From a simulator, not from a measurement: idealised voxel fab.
The following is a process module called voxel gate over fins.
The cross-section on display is named cut; it measures 215 nm wide, and its cells are 5 nm squares.
Notation: cross-section as square-cell grid; stated in bands, top first, going down; one or more cell rows per band. The band entry comprises the height of the band's top followed by the height of its bottom, expressed in nm, and subsequently the band's materials from left to right, each stated together with its width in nm. Where a single material is marked with the word "full width", that material fills the band from edge to edge. The word "blank" represents empty space. Height reference: 0 = level under which incoming wafer is all one material. Lowest band: no bottom, runs on downward, e.g. "0 -> down". With a width like "30 to 40", each row of cells in the band differs from the next by the same amount, the top row carrying the first number and the bottom row the second. Where a step carries "nothing altered", the cross-section came out of it unchanged, cell for cell. "Sealed internal voids" enumerates empty spaces isolated from the top, with no open way to it, that contain at least 8 cells, giving each as width x height at distance from the left edge, all three in nm. Where a step's line continues beyond its settings, the continuation is a remark by the simulator itself on that step. Each step line may optionally specify "overlay nm", which for a step with a mask gives the rightward distance between the mask's planned place and where it lay, a negative value indicating the leftward direction. From here on the document is pairs. In a pair, the cross-section before one process step comes with the cross-section after it, and the latter goes no deeper than the lowest band that changed. What lies in between, the step and its settings, is written under the pair. A pair may be from a different run of this module on the same starting wafer than the pair above it, so it continues from that pair only where its entry headed "Before processing" says so.
Before processing
20 -> 15 | blank 5 nm, TiN 205 nm, blank 5 nm
15 -> 10 | blank 5 nm, TiN 5 nm, TiAl 45 nm, TiN 5 nm, TiAl 45 nm, TiN 5 nm, TiAl 45 nm, TiN 5 nm, TiAl 45 nm, TiN 5 nm, blank 5 nm
10 -> 5 | blank 5 nm, TiN 5 nm, TiAl 5 nm, TiN 35 nm, TiAl 5 nm, TiN 5 nm, TiAl 5 nm, TiN 35 nm, TiAl 5 nm, TiN 5 nm, TiAl 5 nm, TiN 35 nm, TiAl 5 nm, TiN 5 nm, TiAl 5 nm, TiN 35 nm, TiAl 5 nm, TiN 5 nm, blank 5 nm
5 -> 0 | blank 5 nm, TiN 5 nm, TiAl 5 nm, TiN 5 nm, HfO2 25 nm, TiN 5 nm, TiAl 5 nm, TiN 5 nm, TiAl 5 nm, TiN 5 nm, HfO2 25 nm, TiN 5 nm, TiAl 5 nm, TiN 5 nm, TiAl 5 nm, TiN 5 nm, HfO2 25 nm, TiN 5 nm, TiAl 5 nm, TiN 5 nm, TiAl 5 nm, TiN 5 nm, HfO2 25 nm, TiN 5 nm, TiAl 5 nm, TiN 5 nm, blank 5 nm
0 -> -5 | blank 5 nm, TiN 5 nm, TiAl 5 nm, TiN 5 nm, HfO2 5 nm, Si 15 nm, HfO2 5 nm, TiN 5 nm, TiAl 5 nm, TiN 5 nm, TiAl 5 nm, TiN 5 nm, HfO2 5 nm, Si 15 nm, HfO2 5 nm, TiN 5 nm, TiAl 5 nm, TiN 5 nm, TiAl 5 nm, TiN 5 nm, HfO2 5 nm, Si 15 nm, HfO2 5 nm, TiN 5 nm, TiAl 5 nm, TiN 5 nm, TiAl 5 nm, TiN 5 nm, HfO2 5 nm, Si 15 nm, HfO2 5 nm, TiN 5 nm, TiAl 5 nm, TiN 5 nm, blank 5 nm
-5 -> -10 | TiN 10 nm, TiAl 5 nm, TiN 5 nm, HfO2 5 nm, Si 15 nm, HfO2 5 nm, TiN 5 nm, TiAl 15 nm, TiN 5 nm, HfO2 5 nm, Si 15 nm, HfO2 5 nm, TiN 5 nm, TiAl 5 nm, TiN 5 nm, TiAl 5 nm, TiN 5 nm, HfO2 5 nm, Si 15 nm, HfO2 5 nm, TiN 5 nm, TiAl 5 nm, TiN 5 nm, TiAl 5 nm, TiN 5 nm, HfO2 5 nm, Si 15 nm, HfO2 5 nm, TiN 5 nm, TiAl 5 nm, TiN 10 nm
-10 -> -15 | TiAl 15 nm, TiN 5 nm, HfO2 5 nm, Si 15 nm, HfO2 5 nm, TiN 25 nm, HfO2 5 nm, Si 15 nm, HfO2 5 nm, TiN 5 nm, TiAl 15 nm, TiN 5 nm, HfO2 5 nm, Si 15 nm, HfO2 5 nm, TiN 5 nm, TiAl 15 nm, TiN 5 nm, HfO2 5 nm, Si 15 nm, HfO2 5 nm, TiN 5 nm, TiAl 15 nm
-15 -> -20 | TiN 20 nm, HfO2 5 nm, Si 15 nm, HfO2 35 nm, Si 15 nm, HfO2 5 nm, TiN 25 nm, HfO2 5 nm, Si 15 nm, HfO2 5 nm, TiN 25 nm, HfO2 5 nm, Si 15 nm, HfO2 5 nm, TiN 20 nm
-20 -> -25 | HfO2 25 nm, Si 15 nm, HfO2 10 nm, TiN 5 nm, Ru 5 nm, TiN 5 nm, HfO2 10 nm, Si 15 nm, HfO2 35 nm, Si 15 nm, HfO2 35 nm, Si 15 nm, HfO2 25 nm
-25 -> -30 | SiO2 25 nm, Si 15 nm, SiO2 10 nm, TiN 5 nm, Ru 5 nm, TiN 5 nm, SiO2 10 nm, Si 15 nm, SiO2 35 nm, Si 15 nm, SiO2 35 nm, Si 15 nm, SiO2 25 nm
-30 -> -35 | SiO2 25 nm, Si 15 nm, SiO2 10 nm, TiN 15 nm, SiO2 10 nm, Si 15 nm, SiO2 35 nm, Si 15 nm, SiO2 35 nm, Si 15 nm, SiO2 25 nm
-35 -> -40 | SiO2 25 nm, Si 15 nm, SiO2 35 nm, Si 15 nm, SiO2 35 nm, Si 15 nm, SiO2 35 nm, Si 15 nm, SiO2 25 nm
-40 -> down | Si full width
Sealed internal voids: none
Cross-Section After Step
30 -> 20 | W full width
20 -> 15 | W 5 nm, TiN 205 nm, W 5 nm
15 -> 10 | W 5 nm, TiN 5 nm, TiAl 45 nm, TiN 5 nm, TiAl 45 nm, TiN 5 nm, TiAl 45 nm, TiN 5 nm, TiAl 45 nm, TiN 5 nm, W 5 nm
10 -> 5 | W 5 nm, TiN 5 nm, TiAl 5 nm, TiN 35 nm, TiAl 5 nm, TiN 5 nm, TiAl 5 nm, TiN 35 nm, TiAl 5 nm, TiN 5 nm, TiAl 5 nm, TiN 35 nm, TiAl 5 nm, TiN 5 nm, TiAl 5 nm, TiN 35 nm, TiAl 5 nm, TiN 5 nm, W 5 nm
5 -> 0 | W 5 nm, TiN 5 nm, TiAl 5 nm, TiN 5 nm, HfO2 25 nm, TiN 5 nm, TiAl 5 nm, TiN 5 nm, TiAl 5 nm, TiN 5 nm, HfO2 25 nm, TiN 5 nm, TiAl 5 nm, TiN 5 nm, TiAl 5 nm, TiN 5 nm, HfO2 25 nm, TiN 5 nm, TiAl 5 nm, TiN 5 nm, TiAl 5 nm, TiN 5 nm, HfO2 25 nm, TiN 5 nm, TiAl 5 nm, TiN 5 nm, W 5 nm
0 -> -5 | W 5 nm, TiN 5 nm, TiAl 5 nm, TiN 5 nm, HfO2 5 nm, Si 15 nm, HfO2 5 nm, TiN 5 nm, TiAl 5 nm, TiN 5 nm, TiAl 5 nm, TiN 5 nm, HfO2 5 nm, Si 15 nm, HfO2 5 nm, TiN 5 nm, TiAl 5 nm, TiN 5 nm, TiAl 5 nm, TiN 5 nm, HfO2 5 nm, Si 15 nm, HfO2 5 nm, TiN 5 nm, TiAl 5 nm, TiN 5 nm, TiAl 5 nm, TiN 5 nm, HfO2 5 nm, Si 15 nm, HfO2 5 nm, TiN 5 nm, TiAl 5 nm, TiN 5 nm, W 5 nm
No changes below -5.
Sealed internal voids: none
Step applied between the pre-step and post-step cross-sections shown above: FILL_DEP (material W; thk nm 10)
Before processing: look at the pair above, its after cross-section is where this step starts.
Cross-Section After Step
25 -> 20 | W full width
No changes below 20.
Sealed internal voids: none
Step applied between the pre-step and post-step cross-sections shown above: CMP (height nm 25)
Before processing: look at the pair above, its after cross-section is where this step starts.
Cross-Section After Step
30 -> 25 | SiN full width
No changes below 25.
Sealed internal voids: none
Step applied between the pre-step and post-step cross-sections shown above: CONFORMAL_DEP (material SiN; thk nm 5)
Before processing
15 -> 5 | blank 10 nm, TiN 45 nm, blank 5 nm, TiN 45 nm, blank 5 nm, TiN 45 nm, blank 5 nm, TiN 45 nm, blank 10 nm
5 -> 0 | TiN 20 nm, HfO2 25 nm, TiN 25 nm, HfO2 25 nm, TiN 25 nm, HfO2 25 nm, TiN 25 nm, HfO2 25 nm, TiN 20 nm
0 -> -5 | TiN 20 nm, HfO2 5 nm, Si 15 nm, HfO2 5 nm, TiN 25 nm, HfO2 5 nm, Si 15 nm, HfO2 5 nm, TiN 25 nm, HfO2 5 nm, Si 15 nm, HfO2 5 nm, TiN 25 nm, HfO2 5 nm, Si 15 nm, HfO2 5 nm, TiN 20 nm
-5 -> -10 | HfO2 25 nm, Si 15 nm, HfO2 35 nm, Si 15 nm, HfO2 35 nm, Si 15 nm, HfO2 35 nm, Si 15 nm, HfO2 25 nm
-10 -> -20 | SiO2 25 nm, Si 15 nm, SiO2 35 nm, Si 15 nm, SiO2 35 nm, Si 15 nm, SiO2 35 nm, Si 15 nm, SiO2 25 nm
-20 -> -30 | SiO2 25 nm, Si 15 nm, SiO2 10 nm, TiN 5 nm, Ru 5 nm, TiN 5 nm, SiO2 10 nm, Si 15 nm, SiO2 35 nm, Si 15 nm, SiO2 35 nm, Si 15 nm, SiO2 25 nm
-30 -> -35 | SiO2 25 nm, Si 15 nm, SiO2 10 nm, TiN 15 nm, SiO2 10 nm, Si 15 nm, SiO2 35 nm, Si 15 nm, SiO2 35 nm, Si 15 nm, SiO2 25 nm
-35 -> -40 | SiO2 25 nm, Si 15 nm, SiO2 35 nm, Si 15 nm, SiO2 35 nm, Si 15 nm, SiO2 35 nm, Si 15 nm, SiO2 25 nm
-40 -> down | Si full width
Sealed internal voids: none
Cross-Section After Step
20 -> 15 | blank 5 nm, TiAl 205 nm, blank 5 nm
15 -> 10 | blank 5 nm, TiAl 5 nm, TiN 45 nm, TiAl 5 nm, TiN 45 nm, TiAl 5 nm, TiN 45 nm, TiAl 5 nm, TiN 45 nm, TiAl 5 nm, blank 5 nm
10 -> 5 | TiAl 10 nm, TiN 45 nm, TiAl 5 nm, TiN 45 nm, TiAl 5 nm, TiN 45 nm, TiAl 5 nm, TiN 45 nm, TiAl 10 nm
No changes below 5.
Sealed internal voids: none
Step applied between the pre-step and post-step cross-sections shown above: CONFORMAL_DEP (material TiAl; thk nm 5)
Before processing: look at the pair above, its after cross-section is where this step starts.
Cross-Section After Step
30 -> 20 | W full width
20 -> 15 | W 5 nm, TiAl 205 nm, W 5 nm
15 -> 10 | W 5 nm, TiAl 5 nm, TiN 45 nm, TiAl 5 nm, TiN 45 nm, TiAl 5 nm, TiN 45 nm, TiAl 5 nm, TiN 45 nm, TiAl 5 nm, W 5 nm
No changes below 10.
Sealed internal voids: none
Step applied between the pre-step and post-step cross-sections shown above: FILL_DEP (material W; thk nm 10)
Before processing: look at the pair above, its after cross-section is where this step starts.
Cross-Section After Step
25 -> 20 | W full width
No changes below 20.
Sealed internal voids: none
Step applied between the pre-step and post-step cross-sections shown above: CMP (height nm 25)
Before processing: look at the pair above, its after cross-section is where this step starts.
Cross-Section After Step
30 -> 25 | SiN full width
No changes below 25.
Sealed internal voids: none
Step applied between the pre-step and post-step cross-sections shown above: CONFORMAL_DEP (material SiN; thk nm 5)
Before processing
0 -> -10 | blank 25 nm, Si 15 nm, blank 35 nm, Si 15 nm, blank 35 nm, Si 15 nm, blank 35 nm, Si 15 nm, blank 25 nm
-10 -> -20 | SiO2 25 nm, Si 15 nm, SiO2 35 nm, Si 15 nm, SiO2 35 nm, Si 15 nm, SiO2 35 nm, Si 15 nm, SiO2 25 nm
-20 -> -30 | SiO2 25 nm, Si 15 nm, SiO2 10 nm, TiN 5 nm, Ru 5 nm, TiN 5 nm, SiO2 10 nm, Si 15 nm, SiO2 35 nm, Si 15 nm, SiO2 35 nm, Si 15 nm, SiO2 25 nm
-30 -> -35 | SiO2 25 nm, Si 15 nm, SiO2 10 nm, TiN 15 nm, SiO2 10 nm, Si 15 nm, SiO2 35 nm, Si 15 nm, SiO2 35 nm, Si 15 nm, SiO2 25 nm
-35 -> -40 | SiO2 25 nm, Si 15 nm, SiO2 35 nm, Si 15 nm, SiO2 35 nm, Si 15 nm, SiO2 35 nm, Si 15 nm, SiO2 25 nm
-40 -> down | Si full width
Sealed internal voids: none
Cross-Section After Step
15 -> 5 | blank 10 nm, HfO2 45 nm, blank 5 nm, HfO2 45 nm, blank 5 nm, HfO2 45 nm, blank 5 nm, HfO2 45 nm, blank 10 nm
5 -> 0 | HfO2 full width
0 -> -10 | HfO2 25 nm, Si 15 nm, HfO2 35 nm, Si 15 nm, HfO2 35 nm, Si 15 nm, HfO2 35 nm, Si 15 nm, HfO2 25 nm
No changes below -10.
Sealed internal voids: none
Step applied between the pre-step and post-step cross-sections shown above: CONFORMAL_DEP (material HfO2; thk nm 15)
Before processing: look at the pair above, its after cross-section is where this step starts.
Cross-Section After Step
20 -> 15 | blank 5 nm, TiN 205 nm, blank 5 nm
15 -> 10 | blank 5 nm, TiN 5 nm, HfO2 45 nm, TiN 5 nm, HfO2 45 nm, TiN 5 nm, HfO2 45 nm, TiN 5 nm, HfO2 45 nm, TiN 5 nm, blank 5 nm
10 -> 5 | TiN 10 nm, HfO2 45 nm, TiN 5 nm, HfO2 45 nm, TiN 5 nm, HfO2 45 nm, TiN 5 nm, HfO2 45 nm, TiN 10 nm
No changes below 5.
Sealed internal voids: none
Step applied between the pre-step and post-step cross-sections shown above: CONFORMAL_DEP (material TiN; thk nm 5)
Before processing: look at the pair above, its after cross-section is where this step starts.
Cross-Section After Step
25 -> 20 | TiAl full width
20 -> 15 | TiAl 5 nm, TiN 205 nm, TiAl 5 nm
15 -> 10 | TiAl 5 nm, TiN 5 nm, HfO2 45 nm, TiN 5 nm, HfO2 45 nm, TiN 5 nm, HfO2 45 nm, TiN 5 nm, HfO2 45 nm, TiN 5 nm, TiAl 5 nm
No changes below 10.
Sealed internal voids: none
Step applied between the pre-step and post-step cross-sections shown above: CONFORMAL_DEP (material TiAl; thk nm 5)
Before processing: look at the pair above, its after cross-section is where this step starts.
Cross-Section After Step
30 -> 25 | TiN full width
No changes below 25.
Sealed internal voids: none
Step applied between the pre-step and post-step cross-sections shown above: CONFORMAL_DEP (material TiN; thk nm 5)
Before processing: look at the pair above, its after cross-section is where this step starts.
Cross-Section After Step
40 -> 30 | W full width
No changes below 30.
Sealed internal voids: none
Step applied between the pre-step and post-step cross-sections shown above: FILL_DEP (material W; thk nm 10)
Before processing: look at the pair above, its after cross-section is where this step starts.
Cross-Section After Step
25 -> 20 | TiAl full width
No changes below 20.
Sealed internal voids: none
Step applied between the pre-step and post-step cross-sections shown above: CMP (height nm 25)
Before processing: look at the pair above, its after cross-section is where this step starts.
Cross-Section After Step
30 -> 25 | SiN full width
No changes below 25.
Sealed internal voids: none
Step applied between the pre-step and post-step cross-sections shown above: CONFORMAL_DEP (material SiN; thk nm 5)
Before processing
5 -> 0 | SiO2 25 nm, SiN 15 nm, SiO2 35 nm, SiN 15 nm, SiO2 35 nm, SiN 15 nm, SiO2 35 nm, SiN 15 nm, SiO2 25 nm
0 -> -40 | SiO2 25 nm, Si 15 nm, SiO2 35 nm, Si 15 nm, SiO2 35 nm, Si 15 nm, SiO2 35 nm, Si 15 nm, SiO2 25 nm
-40 -> down | Si full width
Sealed internal voids: none
Cross-Section After Step
25 -> 5 | resist 50 nm, blank 20 nm, resist 145 nm
No changes below 5.
Sealed internal voids: none
Step applied between the pre-step and post-step cross-sections shown above: PATTERN (tone open; mask id RAIL; material resist; width nm 20; thk nm 20; overlay nm 0)
Before processing: look at the pair above, its after cross-section is where this step starts.
Cross-Section After Step
25 -> 5 | resist 50 nm, blank 20 nm, resist 145 nm
5 -> 0 | SiO2 25 nm, SiN 15 nm, SiO2 10 nm, blank 20 nm, SiO2 5 nm, SiN 15 nm, SiO2 35 nm, SiN 15 nm, SiO2 35 nm, SiN 15 nm, SiO2 25 nm
0 -> -35 | SiO2 25 nm, Si 15 nm, SiO2 10 nm, blank 20 nm, SiO2 5 nm, Si 15 nm, SiO2 35 nm, Si 15 nm, SiO2 35 nm, Si 15 nm, SiO2 25 nm
No changes below -35.
Sealed internal voids: none
Step applied between the pre-step and post-step cross-sections shown above: DIRECTIONAL_ETCH (etch materials SiO2; depth nm 40)
Before processing: look at the pair above, its after cross-section is where this step starts.
Cross-Section After Step
5 -> 0 | SiO2 25 nm, SiN 15 nm, SiO2 10 nm, blank 20 nm, SiO2 5 nm, SiN 15 nm, SiO2 35 nm, SiN 15 nm, SiO2 35 nm, SiN 15 nm, SiO2 25 nm
No changes below 0.
Sealed internal voids: none
Step applied between the pre-step and post-step cross-sections shown above: STRIP (etch materials resist)
Before processing: look at the pair above, its after cross-section is where this step starts.
Cross-Section After Step
10 -> 5 | TiN 55 nm, blank 10 nm, TiN 150 nm
5 -> 0 | SiO2 25 nm, SiN 15 nm, SiO2 10 nm, TiN 5 nm, blank 10 nm, TiN 5 nm, SiO2 5 nm, SiN 15 nm, SiO2 35 nm, SiN 15 nm, SiO2 35 nm, SiN 15 nm, SiO2 25 nm
0 -> -30 | SiO2 25 nm, Si 15 nm, SiO2 10 nm, TiN 5 nm, blank 10 nm, TiN 5 nm, SiO2 5 nm, Si 15 nm, SiO2 35 nm, Si 15 nm, SiO2 35 nm, Si 15 nm, SiO2 25 nm
-30 -> -35 | SiO2 25 nm, Si 15 nm, SiO2 10 nm, TiN 20 nm, SiO2 5 nm, Si 15 nm, SiO2 35 nm, Si 15 nm, SiO2 35 nm, Si 15 nm, SiO2 25 nm
No changes below -35.
Sealed internal voids: none
Step applied between the pre-step and post-step cross-sections shown above: CONFORMAL_DEP (material TiN; thk nm 5)
Before processing: look at the pair above, its after cross-section is where this step starts.
Cross-Section After Step
20 -> 10 | Ru full width
10 -> 5 | TiN 55 nm, Ru 10 nm, TiN 150 nm
5 -> 0 | SiO2 25 nm, SiN 15 nm, SiO2 10 nm, TiN 5 nm, Ru 10 nm, TiN 5 nm, SiO2 5 nm, SiN 15 nm, SiO2 35 nm, SiN 15 nm, SiO2 35 nm, SiN 15 nm, SiO2 25 nm
0 -> -30 | SiO2 25 nm, Si 15 nm, SiO2 10 nm, TiN 5 nm, Ru 10 nm, TiN 5 nm, SiO2 5 nm, Si 15 nm, SiO2 35 nm, Si 15 nm, SiO2 35 nm, Si 15 nm, SiO2 25 nm
No changes below -30.
Sealed internal voids: none
Step applied between the pre-step and post-step cross-sections shown above: FILL_DEP (material Ru; thk nm 10)
Before processing: look at the pair above, its after cross-section is where this step starts.
Cross-Section After Step
5 -> 0 | SiO2 25 nm, SiN 15 nm, SiO2 10 nm, TiN 5 nm, Ru 10 nm, TiN 5 nm, SiO2 5 nm, SiN 15 nm, SiO2 35 nm, SiN 15 nm, SiO2 35 nm, SiN 15 nm, SiO2 25 nm
No changes below 0.
Sealed internal voids: none
Step applied between the pre-step and post-step cross-sections shown above: CMP (height nm 5)
Before processing: look at the pair above, its after cross-section is where this step starts.
Cross-Section After Step
5 -> 0 | SiO2 25 nm, SiN 15 nm, SiO2 10 nm, blank 20 nm, SiO2 5 nm, SiN 15 nm, SiO2 35 nm, SiN 15 nm, SiO2 35 nm, SiN 15 nm, SiO2 25 nm
0 -> -20 | SiO2 25 nm, Si 15 nm, SiO2 10 nm, blank 20 nm, SiO2 5 nm, Si 15 nm, SiO2 35 nm, Si 15 nm, SiO2 35 nm, Si 15 nm, SiO2 25 nm
No changes below -20.
Sealed internal voids: none
Step applied between the pre-step and post-step cross-sections shown above: SELECTIVE_ETCH (etch materials W Ru TiN; depth nm 25)
Before processing: look at the pair above, its after cross-section is where this step starts.
Cross-Section After Step
10 -> 5 | SiO2 full width
5 -> 0 | SiO2 25 nm, SiN 15 nm, SiO2 35 nm, SiN 15 nm, SiO2 35 nm, SiN 15 nm, SiO2 35 nm, SiN 15 nm, SiO2 25 nm
0 -> -20 | SiO2 25 nm, Si 15 nm, SiO2 35 nm, Si 15 nm, SiO2 35 nm, Si 15 nm, SiO2 35 nm, Si 15 nm, SiO2 25 nm
No changes below -20.
Sealed internal voids: none
Step applied between the pre-step and post-step cross-sections shown above: FILL_DEP (material SiO2; thk nm 5)
Before processing: look at the pair above, its after cross-section is where this step starts.
Cross-Section After Step
5 -> 0 | SiO2 25 nm, SiN 15 nm, SiO2 35 nm, SiN 15 nm, SiO2 35 nm, SiN 15 nm, SiO2 35 nm, SiN 15 nm, SiO2 25 nm
No changes below 0.
Sealed internal voids: none
Step applied between the pre-step and post-step cross-sections shown above: CMP (height nm 5)
Before processing: look at the pair above, its after cross-section is where this step starts.
Cross-Section After Step
5 -> 0 | blank 25 nm, SiN 15 nm, blank 35 nm, SiN 15 nm, blank 35 nm, SiN 15 nm, blank 35 nm, SiN 15 nm, blank 25 nm
0 -> -10 | blank 25 nm, Si 15 nm, blank 35 nm, Si 15 nm, blank 35 nm, Si 15 nm, blank 35 nm, Si 15 nm, blank 25 nm
No changes below -10.
Sealed internal voids: none
Step applied between the pre-step and post-step cross-sections shown above: SELECTIVE_ETCH (etch materials SiO2; depth nm 15)
Before processing: look at the pair above, its after cross-section is where this step starts.
Cross-Section After Step
0 -> -10 | blank 25 nm, Si 15 nm, blank 35 nm, Si 15 nm, blank 35 nm, Si 15 nm, blank 35 nm, Si 15 nm, blank 25 nm
No changes below -10.
Sealed internal voids: none
Step applied between the pre-step and post-step cross-sections shown above: STRIP (etch materials SiN)
Before processing: look at the pair above, its after cross-section is where this step starts.
Cross-Section After Step
5 -> 0 | blank 20 nm, HfO2 25 nm, blank 25 nm, HfO2 25 nm, blank 25 nm, HfO2 25 nm, blank 25 nm, HfO2 25 nm, blank 20 nm
0 -> -5 | blank 20 nm, HfO2 5 nm, Si 15 nm, HfO2 5 nm, blank 25 nm, HfO2 5 nm, Si 15 nm, HfO2 5 nm, blank 25 nm, HfO2 5 nm, Si 15 nm, HfO2 5 nm, blank 25 nm, HfO2 5 nm, Si 15 nm, HfO2 5 nm, blank 20 nm
-5 -> -10 | HfO2 25 nm, Si 15 nm, HfO2 35 nm, Si 15 nm, HfO2 35 nm, Si 15 nm, HfO2 35 nm, Si 15 nm, HfO2 25 nm
No changes below -10.
Sealed internal voids: none
Step applied between the pre-step and post-step cross-sections shown above: CONFORMAL_DEP (material HfO2; thk nm 5)
Before processing: look at the pair above, its after cross-section is where this step starts.
Cross-Section After Step
10 -> 5 | blank 15 nm, TiN 35 nm, blank 15 nm, TiN 35 nm, blank 15 nm, TiN 35 nm, blank 15 nm, TiN 35 nm, blank 15 nm
5 -> 0 | blank 15 nm, TiN 5 nm, HfO2 25 nm, TiN 5 nm, blank 15 nm, TiN 5 nm, HfO2 25 nm, TiN 5 nm, blank 15 nm, TiN 5 nm, HfO2 25 nm, TiN 5 nm, blank 15 nm, TiN 5 nm, HfO2 25 nm, TiN 5 nm, blank 15 nm
0 -> -5 | TiN 20 nm, HfO2 5 nm, Si 15 nm, HfO2 5 nm, TiN 25 nm, HfO2 5 nm, Si 15 nm, HfO2 5 nm, TiN 25 nm, HfO2 5 nm, Si 15 nm, HfO2 5 nm, TiN 25 nm, HfO2 5 nm, Si 15 nm, HfO2 5 nm, TiN 20 nm
No changes below -5.
Sealed internal voids: none
Step applied between the pre-step and post-step cross-sections shown above: CONFORMAL_DEP (material TiN; thk nm 5)
Before processing: look at the pair above, its after cross-section is where this step starts.
Cross-Section After Step
15 -> 10 | blank 10 nm, TiAl 45 nm, blank 5 nm, TiAl 45 nm, blank 5 nm, TiAl 45 nm, blank 5 nm, TiAl 45 nm, blank 10 nm
10 -> 5 | blank 10 nm, TiAl 5 nm, TiN 35 nm, TiAl 5 nm, blank 5 nm, TiAl 5 nm, TiN 35 nm, TiAl 5 nm, blank 5 nm, TiAl 5 nm, TiN 35 nm, TiAl 5 nm, blank 5 nm, TiAl 5 nm, TiN 35 nm, TiAl 5 nm, blank 10 nm
5 -> 0 | TiAl 15 nm, TiN 5 nm, HfO2 25 nm, TiN 5 nm, TiAl 15 nm, TiN 5 nm, HfO2 25 nm, TiN 5 nm, TiAl 15 nm, TiN 5 nm, HfO2 25 nm, TiN 5 nm, TiAl 15 nm, TiN 5 nm, HfO2 25 nm, TiN 5 nm, TiAl 15 nm
No changes below 0.
Sealed internal voids: none
Step applied between the pre-step and post-step cross-sections shown above: CONFORMAL_DEP (material TiAl; thk nm 5)
Before processing: look at the pair above, its after cross-section is where this step starts.
Cross-Section After Step
20 -> 15 | blank 5 nm, TiN 205 nm, blank 5 nm
15 -> 10 | blank 5 nm, TiN 5 nm, TiAl 45 nm, TiN 5 nm, TiAl 45 nm, TiN 5 nm, TiAl 45 nm, TiN 5 nm, TiAl 45 nm, TiN 5 nm, blank 5 nm
10 -> 5 | TiN 10 nm, TiAl 5 nm, TiN 35 nm, TiAl 5 nm, TiN 5 nm, TiAl 5 nm, TiN 35 nm, TiAl 5 nm, TiN 5 nm, TiAl 5 nm, TiN 35 nm, TiAl 5 nm, TiN 5 nm, TiAl 5 nm, TiN 35 nm, TiAl 5 nm, TiN 10 nm
No changes below 5.
Sealed internal voids: none
Step applied between the pre-step and post-step cross-sections shown above: CONFORMAL_DEP (material TiN; thk nm 5)
Before processing: look at the pair above, its after cross-section is where this step starts.
Cross-Section After Step
30 -> 20 | W full width
20 -> 15 | W 5 nm, TiN 205 nm, W 5 nm
15 -> 10 | W 5 nm, TiN 5 nm, TiAl 45 nm, TiN 5 nm, TiAl 45 nm, TiN 5 nm, TiAl 45 nm, TiN 5 nm, TiAl 45 nm, TiN 5 nm, W 5 nm
No changes below 10.
Sealed internal voids: none
Step applied between the pre-step and post-step cross-sections shown above: FILL_DEP (material W; thk nm 10)
Before processing: look at the pair above, its after cross-section is where this step starts.
Cross-Section After Step
25 -> 20 | W full width
No changes below 20.
Sealed internal voids: none
Step applied between the pre-step and post-step cross-sections shown above: CMP (height nm 25)
Before processing: look at the pair above, its after cross-section is where this step starts.
Cross-Section After Step
30 -> 25 | SiN full width
No changes below 25.
Sealed internal voids: none
Step applied between the pre-step and post-step cross-sections shown above: CONFORMAL_DEP (material SiN; thk nm 5)
Before processing
5 -> 0 | SiO2 25 nm, SiN 15 nm, SiO2 35 nm, SiN 15 nm, SiO2 35 nm, SiN 15 nm, SiO2 35 nm, SiN 15 nm, SiO2 25 nm
0 -> -40 | SiO2 25 nm, Si 15 nm, SiO2 35 nm, Si 15 nm, SiO2 35 nm, Si 15 nm, SiO2 35 nm, Si 15 nm, SiO2 25 nm
-40 -> down | Si full width
Sealed internal voids: none
Cross-Section After Step
25 -> 5 | resist 55 nm, blank 15 nm, resist 145 nm
No changes below 5.
Sealed internal voids: none
Step applied between the pre-step and post-step cross-sections shown above: PATTERN (tone open; mask id RAIL; material resist; width nm 15; thk nm 20; overlay nm 5)
Before processing: look at the pair above, its after cross-section is where this step starts.
Cross-Section After Step
25 -> 5 | resist 55 nm, blank 15 nm, resist 145 nm
5 -> 0 | SiO2 25 nm, SiN 15 nm, SiO2 15 nm, blank 15 nm, SiO2 5 nm, SiN 15 nm, SiO2 35 nm, SiN 15 nm, SiO2 35 nm, SiN 15 nm, SiO2 25 nm
0 -> -35 | SiO2 25 nm, Si 15 nm, SiO2 15 nm, blank 15 nm, SiO2 5 nm, Si 15 nm, SiO2 35 nm, Si 15 nm, SiO2 35 nm, Si 15 nm, SiO2 25 nm
No changes below -35.
Sealed internal voids: none
Step applied between the pre-step and post-step cross-sections shown above: DIRECTIONAL_ETCH (etch materials SiO2; depth nm 40)
Before processing: look at the pair above, its after cross-section is where this step starts.
Cross-Section After Step
5 -> 0 | SiO2 25 nm, SiN 15 nm, SiO2 15 nm, blank 15 nm, SiO2 5 nm, SiN 15 nm, SiO2 35 nm, SiN 15 nm, SiO2 35 nm, SiN 15 nm, SiO2 25 nm
No changes below 0.
Sealed internal voids: none
Step applied between the pre-step and post-step cross-sections shown above: STRIP (etch materials resist)
Before processing: look at the pair above, its after cross-section is where this step starts.
Cross-Section After Step
10 -> 5 | TiN 60 nm, blank 5 nm, TiN 150 nm
5 -> 0 | SiO2 25 nm, SiN 15 nm, SiO2 15 nm, TiN 5 nm, blank 5 nm, TiN 5 nm, SiO2 5 nm, SiN 15 nm, SiO2 35 nm, SiN 15 nm, SiO2 35 nm, SiN 15 nm, SiO2 25 nm
0 -> -30 | SiO2 25 nm, Si 15 nm, SiO2 15 nm, TiN 5 nm, blank 5 nm, TiN 5 nm, SiO2 5 nm, Si 15 nm, SiO2 35 nm, Si 15 nm, SiO2 35 nm, Si 15 nm, SiO2 25 nm
-30 -> -35 | SiO2 25 nm, Si 15 nm, SiO2 15 nm, TiN 15 nm, SiO2 5 nm, Si 15 nm, SiO2 35 nm, Si 15 nm, SiO2 35 nm, Si 15 nm, SiO2 25 nm
No changes below -35.
Sealed internal voids: none
Step applied between the pre-step and post-step cross-sections shown above: CONFORMAL_DEP (material TiN; thk nm 5)
Before processing: look at the pair above, its after cross-section is where this step starts.
Cross-Section After Step
20 -> 10 | Ru full width
10 -> 5 | TiN 60 nm, Ru 5 nm, TiN 150 nm
5 -> 0 | SiO2 25 nm, SiN 15 nm, SiO2 15 nm, TiN 5 nm, Ru 5 nm, TiN 5 nm, SiO2 5 nm, SiN 15 nm, SiO2 35 nm, SiN 15 nm, SiO2 35 nm, SiN 15 nm, SiO2 25 nm
0 -> -30 | SiO2 25 nm, Si 15 nm, SiO2 15 nm, TiN 5 nm, Ru 5 nm, TiN 5 nm, SiO2 5 nm, Si 15 nm, SiO2 35 nm, Si 15 nm, SiO2 35 nm, Si 15 nm, SiO2 25 nm
No changes below -30.
Sealed internal voids: none
Step applied between the pre-step and post-step cross-sections shown above: FILL_DEP (material Ru; thk nm 10)
Before processing: look at the pair above, its after cross-section is where this step starts.
Cross-Section After Step
5 -> 0 | SiO2 25 nm, SiN 15 nm, SiO2 15 nm, TiN 5 nm, Ru 5 nm, TiN 5 nm, SiO2 5 nm, SiN 15 nm, SiO2 35 nm, SiN 15 nm, SiO2 35 nm, SiN 15 nm, SiO2 25 nm
No changes below 0.
Sealed internal voids: none
Step applied between the pre-step and post-step cross-sections shown above: CMP (height nm 5)
